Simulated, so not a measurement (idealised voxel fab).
Process module in this document: voxel gate over fins
In the cross-section labelled cut, the width is 280 nm and each square cell is 5 nm.
This document writes a cross-section as a grid whose cells are square, and gives it as bands, listed from the top down; one or more rows of cells form a band.
The band entry comprises the height of the band's top followed by the height of its bottom, expressed in nm, and subsequently the band's materials from left to right, each stated together with its width in nm. Where a single material is marked with the word "everywhere", that material fills the band from edge to edge. The word "empty" represents empty space.
Heights are reckoned from 0. Under this level, the received wafer is all of one material. The bottommost band is open-ended downward, for example "z 0 and below".
Note: "30 to 40" means the width goes from the first number (top row of the band) to the second number (bottom row) in equal steps per row of cells.
The designation "no change", where it is given for a processing step, indicates that no cell of the cross-section was altered in the course of that step.
Basically, "Entrapped voids" tells you about the enclosed voids: empty spaces with no open way to the top, 8 cells or bigger, each written width x height at distance, where distance is from the left edge, all in nm.
Where a step's line continues beyond its settings, the continuation is a remark by the simulator itself on that step.
Each step line may optionally specify "overlay nm", which for a step with a mask gives the rightward distance between the mask's planned place and where it lay, a negative value indicating the leftward direction.

Planned process steps
1,RECEIVE [material Si]
2,CONFORMAL_DEP [material SiN] [thk nm 10]
3,PATTERN [tone cover] [mask id FINS] [material resist] [width nm 15] [pitch nm 45] [thk nm 20] [overlay nm 0]
4,DIRECTIONAL_ETCH [etch materials SiN] [depth nm 10]
5,DIRECTIONAL_ETCH [etch materials Si] [depth nm 35]
6,STRIP [etch materials resist]
7,OXIDIZE [depth nm 5]
8,FILL_DEP [material SiO2] [thk nm 10]
9,CMP [height nm 10]
10,SELECTIVE_ETCH [etch materials SiO2] [depth nm 20]
11,STRIP [etch materials SiN]
12,CONFORMAL_DEP [material HfO2] [thk nm 5]
13,CONFORMAL_DEP [material TiN] [thk nm 5]
14,CONFORMAL_DEP [material TiAl] [thk nm 5]
15,CONFORMAL_DEP [material TiN] [thk nm 5]
16,FILL_DEP [material W] [thk nm 10]
17,CMP [height nm 25]
18,CONFORMAL_DEP [material SiN] [thk nm 10]

Wafer as received: cross-section following step 1
z 0 and below: Si everywhere
Entrapped voids: none

One mistake in running the module, otherwise start and plan as above: cross-section at the end
z 35 to 25: SiN everywhere
z 25 to 15: W everywhere
z 15 to 5: W 100  TiN 35  W 10  TiN 35  W 100
z 5 to 0: TiN 110  HfO2 15  TiN 30  HfO2 15  TiN 110
z 0 to -5: TiN 110  HfO2 5  Si 5  HfO2 5  TiN 30  HfO2 5  Si 5  HfO2 5  TiN 110
z -5 to -10: HfO2 115  Si 5  HfO2 40  Si 5  HfO2 115
z -10 to -40: SiO2 115  Si 5  SiO2 40  Si 5  SiO2 115
z -40 and below: Si everywhere
Entrapped voids: none
Short version of what went wrong: step 14 of the plan was omitted and not executed
